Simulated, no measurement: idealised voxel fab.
process module | voxel gate over fins
cross-section cut | 275 nm wide | cells 5 nm
A cross-section is a grid of square cells, given in bands from the top down. A band is one or more rows of cells.
Each band's line starts with the height of the band's top and of its bottom, in nm. Then come its materials from left to right, each with its width in nm. One material with "throughout" fills the band from edge to edge. "air" is empty space.
Height 0 is the level under which the wafer as received is all one material. The lowest band goes on downwards, as in "0 down".
A width such as "30 to 40" changes by the same amount from each row of cells to the next, from the band's top row to its bottom row.
"no change" after a step means that no cell of the cross-section changed.
closed voids: empty space of 8 cells or more with no open way to the top, each as width x height at its distance from the left edge, in nm
after a step's settings: what the simulator itself notes on the step
overlay nm, on a step with a mask: how far to the right of its planned place the mask lay; to the left if negative
plan
1 op RECEIVE | material Si
2 op CONFORMAL_DEP | material SiN | thk nm 10
3 op DIRECTIONAL_DEP | material aC | thk nm 15
4 op PATTERN | tone cover | mask id FINS | material resist | width nm 15 | pitch nm 50 | thk nm 35 | overlay nm 0
5 op DIRECTIONAL_ETCH | etch materials aC | depth nm 15
6 op STRIP | etch materials resist
7 op DIRECTIONAL_ETCH | etch materials SiN | depth nm 10
8 op DIRECTIONAL_ETCH | etch materials Si | depth nm 40
9 op STRIP | etch materials aC
10 op OXIDIZE | depth nm 5
11 op FILL_DEP | material SiO2 | thk nm 15
12 op CMP | height nm 10
13 op MASKED_ETCH | tone open | mask id RAIL | width nm 15 | etch materials SiO2 | depth nm 45 | overlay nm 0
14 op CONFORMAL_DEP | material TiN | thk nm 5
15 op FILL_DEP | material W | thk nm 10
16 op CMP | height nm 10
17 op SELECTIVE_ETCH | etch materials W Ru TiN | depth nm 30
18 op FILL_DEP | material SiO2 | thk nm 5
19 op CMP | height nm 10
20 op SELECTIVE_ETCH | etch materials SiO2 | depth nm 20
21 op STRIP | etch materials SiN
22 op CONFORMAL_DEP | material HfO2 | thk nm 5
23 op CONFORMAL_DEP | material TiN | thk nm 5
24 op CONFORMAL_DEP | material TiAl | thk nm 5
25 op CONFORMAL_DEP | material TiN | thk nm 5
26 op FILL_DEP | material W | thk nm 15
27 op CMP | height nm 30
28 op CONFORMAL_DEP | material SiCN | thk nm 10
first wafer, as planned
as received, after step 1
  0 down: Si throughout
  closed voids: none
after step 2
  10 to 0: SiN throughout
  below 0: unchanged
after step 3
  25 to 10: aC throughout
  below 10: unchanged
after step 4
  60 to 25: air 105 | resist 15 | air 35 | resist 15 | air 105
  below 25: unchanged
after step 5
  45 to 25: air 105 | resist 15 | air 35 | resist 15 | air 105
  25 to 10: air 105 | aC 15 | air 35 | aC 15 | air 105
  below 10: unchanged
after step 6
  25 to 10: air 105 | aC 15 | air 35 | aC 15 | air 105
  below 10: unchanged
after step 7
  25 to 10: air 105 | aC 15 | air 35 | aC 15 | air 105
  10 to 0: air 105 | SiN 15 | air 35 | SiN 15 | air 105
  below 0: unchanged
after step 8
  25 to 10: air 105 | aC 15 | air 35 | aC 15 | air 105
  10 to 0: air 105 | SiN 15 | air 35 | SiN 15 | air 105
  0 to -40: air 105 | Si 15 | air 35 | Si 15 | air 105
  below -40: unchanged
after step 9
  10 to 0: air 105 | SiN 15 | air 35 | SiN 15 | air 105
  below 0: unchanged
after step 10
  10 to 0: air 105 | SiN 15 | air 35 | SiN 15 | air 105
  0 to -40: air 105 | SiO2 5 | Si 5 | SiO2 5 | air 35 | SiO2 5 | Si 5 | SiO2 5 | air 105
  -40 to -45: SiO2 110 | Si 5 | SiO2 45 | Si 5 | SiO2 110
  below -45: unchanged
after step 11
  25 to 10: SiO2 throughout
  10 to 0: SiO2 105 | SiN 15 | SiO2 35 | SiN 15 | SiO2 105
  0 to -45: SiO2 110 | Si 5 | SiO2 45 | Si 5 | SiO2 110
  below -45: unchanged
after step 12
  10 to 0: SiO2 105 | SiN 15 | SiO2 35 | SiN 15 | SiO2 105
  below 0: unchanged
after step 13
  10 to 0: SiO2 105 | SiN 15 | SiO2 10 | air 15 | SiO2 10 | SiN 15 | SiO2 105
  0 to -35: SiO2 110 | Si 5 | SiO2 15 | air 15 | SiO2 15 | Si 5 | SiO2 110
  below -35: unchanged
after step 14
  15 to 10: TiN 135 | air 5 | TiN 135
  10 to 0: SiO2 105 | SiN 15 | SiO2 10 | TiN 5 | air 5 | TiN 5 | SiO2 10 | SiN 15 | SiO2 105
  0 to -30: SiO2 110 | Si 5 | SiO2 15 | TiN 5 | air 5 | TiN 5 | SiO2 15 | Si 5 | SiO2 110
  -30 to -35: SiO2 110 | Si 5 | SiO2 15 | TiN 15 | SiO2 15 | Si 5 | SiO2 110
  below -35: unchanged
after step 15
  25 to 15: W throughout
  15 to 10: TiN 135 | W 5 | TiN 135
  10 to 0: SiO2 105 | SiN 15 | SiO2 10 | TiN 5 | W 5 | TiN 5 | SiO2 10 | SiN 15 | SiO2 105
  0 to -30: SiO2 110 | Si 5 | SiO2 15 | TiN 5 | W 5 | TiN 5 | SiO2 15 | Si 5 | SiO2 110
  below -30: unchanged
after step 16
  10 to 0: SiO2 105 | SiN 15 | SiO2 10 | TiN 5 | W 5 | TiN 5 | SiO2 10 | SiN 15 | SiO2 105
  below 0: unchanged
after step 17
  10 to 0: SiO2 105 | SiN 15 | SiO2 10 | air 15 | SiO2 10 | SiN 15 | SiO2 105
  0 to -20: SiO2 110 | Si 5 | SiO2 15 | air 15 | SiO2 15 | Si 5 | SiO2 110
  below -20: unchanged
after step 18
  15 to 10: SiO2 throughout
  10 to 0: SiO2 105 | SiN 15 | SiO2 35 | SiN 15 | SiO2 105
  0 to -20: SiO2 110 | Si 5 | SiO2 45 | Si 5 | SiO2 110
  below -20: unchanged
after step 19
  10 to 0: SiO2 105 | SiN 15 | SiO2 35 | SiN 15 | SiO2 105
  below 0: unchanged
after step 20
  10 to 0: air 105 | SiN 15 | air 35 | SiN 15 | air 105
  0 to -10: air 110 | Si 5 | air 45 | Si 5 | air 110
  below -10: unchanged
after step 21
  0 to -10: air 110 | Si 5 | air 45 | Si 5 | air 110
  below -10: unchanged
after step 22
  5 to 0: air 105 | HfO2 15 | air 35 | HfO2 15 | air 105
  0 to -5: air 105 | HfO2 5 | Si 5 | HfO2 5 | air 35 | HfO2 5 | Si 5 | HfO2 5 | air 105
  -5 to -10: HfO2 110 | Si 5 | HfO2 45 | Si 5 | HfO2 110
  below -10: unchanged
after step 23
  10 to 5: air 100 | TiN 25 | air 25 | TiN 25 | air 100
  5 to 0: air 100 | TiN 5 | HfO2 15 | TiN 5 | air 25 | TiN 5 | HfO2 15 | TiN 5 | air 100
  0 to -5: TiN 105 | HfO2 5 | Si 5 | HfO2 5 | TiN 35 | HfO2 5 | Si 5 | HfO2 5 | TiN 105
  below -5: unchanged
after step 24
  15 to 10: air 95 | TiAl 35 | air 15 | TiAl 35 | air 95
  10 to 5: air 95 | TiAl 5 | TiN 25 | TiAl 5 | air 15 | TiAl 5 | TiN 25 | TiAl 5 | air 95
  5 to 0: TiAl 100 | TiN 5 | HfO2 15 | TiN 5 | TiAl 25 | TiN 5 | HfO2 15 | TiN 5 | TiAl 100
  below 0: unchanged
after step 25
  20 to 15: air 90 | TiN 45 | air 5 | TiN 45 | air 90
  15 to 10: air 90 | TiN 5 | TiAl 35 | TiN 5 | air 5 | TiN 5 | TiAl 35 | TiN 5 | air 90
  10 to 5: TiN 95 | TiAl 5 | TiN 25 | TiAl 5 | TiN 15 | TiAl 5 | TiN 25 | TiAl 5 | TiN 95
  below 5: unchanged
after step 26
  35 to 20: W throughout
  20 to 15: W 90 | TiN 45 | W 5 | TiN 45 | W 90
  15 to 10: W 90 | TiN 5 | TiAl 35 | TiN 5 | W 5 | TiN 5 | TiAl 35 | TiN 5 | W 90
  below 10: unchanged
after step 27
  30 to 20: W throughout
  below 20: unchanged
after step 28
  40 to 30: SiCN throughout
  below 30: unchanged
second wafer: like start, like plan, one mistake. Through step 3 it matches the first wafer
when step 4 should have ended
  60 to 25: resist 105 | air 15 | resist 35 | air 15 | resist 105
  below 25: unchanged
when step 5 should have ended
  45 to 25: resist 105 | air 15 | resist 35 | air 15 | resist 105
  25 to 10: aC 105 | air 15 | aC 35 | air 15 | aC 105
  below 10: unchanged
when step 6 should have ended
  25 to 10: aC 105 | air 15 | aC 35 | air 15 | aC 105
  below 10: unchanged
when step 7 should have ended
  25 to 10: aC 105 | air 15 | aC 35 | air 15 | aC 105
  10 to 0: SiN 105 | air 15 | SiN 35 | air 15 | SiN 105
  below 0: unchanged
when step 8 should have ended
  25 to 10: aC 105 | air 15 | aC 35 | air 15 | aC 105
  10 to 0: SiN 105 | air 15 | SiN 35 | air 15 | SiN 105
  0 to -40: Si 105 | air 15 | Si 35 | air 15 | Si 105
  below -40: unchanged
when step 9 should have ended
  10 to 0: SiN 105 | air 15 | SiN 35 | air 15 | SiN 105
  below 0: unchanged
when step 10 should have ended
  10 to 0: SiN 105 | air 15 | SiN 35 | air 15 | SiN 105
  0 to -40: Si 100 | SiO2 5 | air 15 | SiO2 5 | Si 25 | SiO2 5 | air 15 | SiO2 5 | Si 100
  -40 to -45: Si 100 | SiO2 25 | Si 25 | SiO2 25 | Si 100
  below -45: unchanged
when step 11 should have ended
  25 to 10: SiO2 throughout
  10 to 0: SiN 105 | SiO2 15 | SiN 35 | SiO2 15 | SiN 105
  0 to -45: Si 100 | SiO2 25 | Si 25 | SiO2 25 | Si 100
  below -45: unchanged
when step 12 should have ended
  10 to 0: SiN 105 | SiO2 15 | SiN 35 | SiO2 15 | SiN 105
  below 0: unchanged
when step 13 should have ended: no change
when step 14 should have ended
  15 to 10: TiN throughout
  below 10: unchanged
when step 15 should have ended
  25 to 15: W throughout
  below 15: unchanged
when step 16 should have ended
  10 to 0: SiN 105 | SiO2 15 | SiN 35 | SiO2 15 | SiN 105
  below 0: unchanged
when step 17 should have ended: no change
when step 18 should have ended
  15 to 10: SiO2 throughout
  below 10: unchanged
when step 19 should have ended
  10 to 0: SiN 105 | SiO2 15 | SiN 35 | SiO2 15 | SiN 105
  below 0: unchanged
when step 20 should have ended
  10 to 0: SiN 105 | air 15 | SiN 35 | air 15 | SiN 105
  0 to -10: Si 100 | air 25 | Si 25 | air 25 | Si 100
  below -10: unchanged
when step 21 should have ended
  0 to -10: Si 100 | air 25 | Si 25 | air 25 | Si 100
  below -10: unchanged
when step 22 should have ended
  5 to 0: HfO2 105 | air 15 | HfO2 35 | air 15 | HfO2 105
  0 to -5: Si 100 | HfO2 5 | air 15 | HfO2 5 | Si 25 | HfO2 5 | air 15 | HfO2 5 | Si 100
  -5 to -10: Si 100 | HfO2 25 | Si 25 | HfO2 25 | Si 100
  below -10: unchanged
when step 23 should have ended
  10 to 5: TiN 110 | air 5 | TiN 45 | air 5 | TiN 110
  5 to 0: HfO2 105 | TiN 5 | air 5 | TiN 5 | HfO2 35 | TiN 5 | air 5 | TiN 5 | HfO2 105
  0 to -5: Si 100 | HfO2 5 | TiN 15 | HfO2 5 | Si 25 | HfO2 5 | TiN 15 | HfO2 5 | Si 100
  below -5: unchanged
when step 24 should have ended
  15 to 10: TiAl throughout
  10 to 5: TiN 110 | TiAl 5 | TiN 45 | TiAl 5 | TiN 110
  5 to 0: HfO2 105 | TiN 5 | TiAl 5 | TiN 5 | HfO2 35 | TiN 5 | TiAl 5 | TiN 5 | HfO2 105
  below 0: unchanged
when step 25 should have ended
  20 to 15: TiN throughout
  below 15: unchanged
when step 26 should have ended
  35 to 20: W throughout
  below 20: unchanged
when step 27 should have ended
  30 to 20: W throughout
  below 20: unchanged
when step 28 should have ended
  40 to 30: SiCN throughout
  below 30: unchanged
what went wrong: step 4 ran as: op PATTERN | tone open | mask id FINS | material resist | width nm 15 | pitch nm 50 | thk nm 35 | overlay nm 0
at the end the second wafer has, in cells: 387 more of Si | 292 fewer of SiO2 | 4 fewer of TiAl | 15 fewer of TiN | 76 fewer of W
